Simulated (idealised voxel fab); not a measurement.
The document below concerns the process module designated voxel local oxidation.
Cross-section cut: width 235 nm, square cells of 5 nm.
Cross-section spec: square-cell grid; bands listed top down; each band is one or more rows. Band entry format. Leading values: height of top, height of bottom, nm. Remainder: materials in left-to-right order, each with its width in nm. Special words: "everywhere" on a single material, which then fills the band edge to edge; "blank", empty space. The level at which height equals 0 is the one under which the wafer, as it arrives, is entirely one material. No lower edge exists for the bottom band, which continues downward and is notated as in "0 and below". Read "30 to 40" as a graded width: first number on top, second number at the bottom, same change between each pair of neighbouring rows. What does "nothing got changed" mean for a step? It means no cell of the cross-section changed in that step. This entry, "Voids, sealed", enumerates those empty regions of no fewer than 8 cells that possess no open connection to the top. Each region is reported in the form width x height at distance, the distance being taken from the left edge, with all three quantities expressed in nm. Step line, after settings: the simulator's comment on this step. Regarding "overlay nm": on a step with a mask, it is the distance the mask lay to the right of its planned place; a negative value places it to the left.

**The following list gives the planned process steps**
- 1: RECEIVE with material Si
- 2: OXIDIZE with depth nm 5
- 3: CONFORMAL_DEP with material SiN, thk nm 15
- 4: MASKED_ETCH with tone cover, mask id ACTIVE, width nm 110, etch materials SiN, depth nm 15, overlay nm 0
- 5: SELECTIVE_ETCH with etch materials SiO2, depth nm 5
- 6: OXIDIZE with depth nm 10
- 7: STRIP with etch materials SiN

**Cross-section, incoming material, after step 1**
	0 and below = Si everywhere
	Voids, sealed: none

**Post-module cross-section: identical start and plan to those above, one misstep in execution**
	0 down to -5 = blank=75; SiO2=80; blank=80
	-5 down to -15 = SiO2=85; Si=60; SiO2=90
	-15 and below = Si everywhere
	Voids, sealed: none
What broke from the plan during processing? it should be noted that step 5 was executed with settings other than those planned, the operation and settings actually applied being SELECTIVE_ETCH with etch materials SiO2, depth nm 15
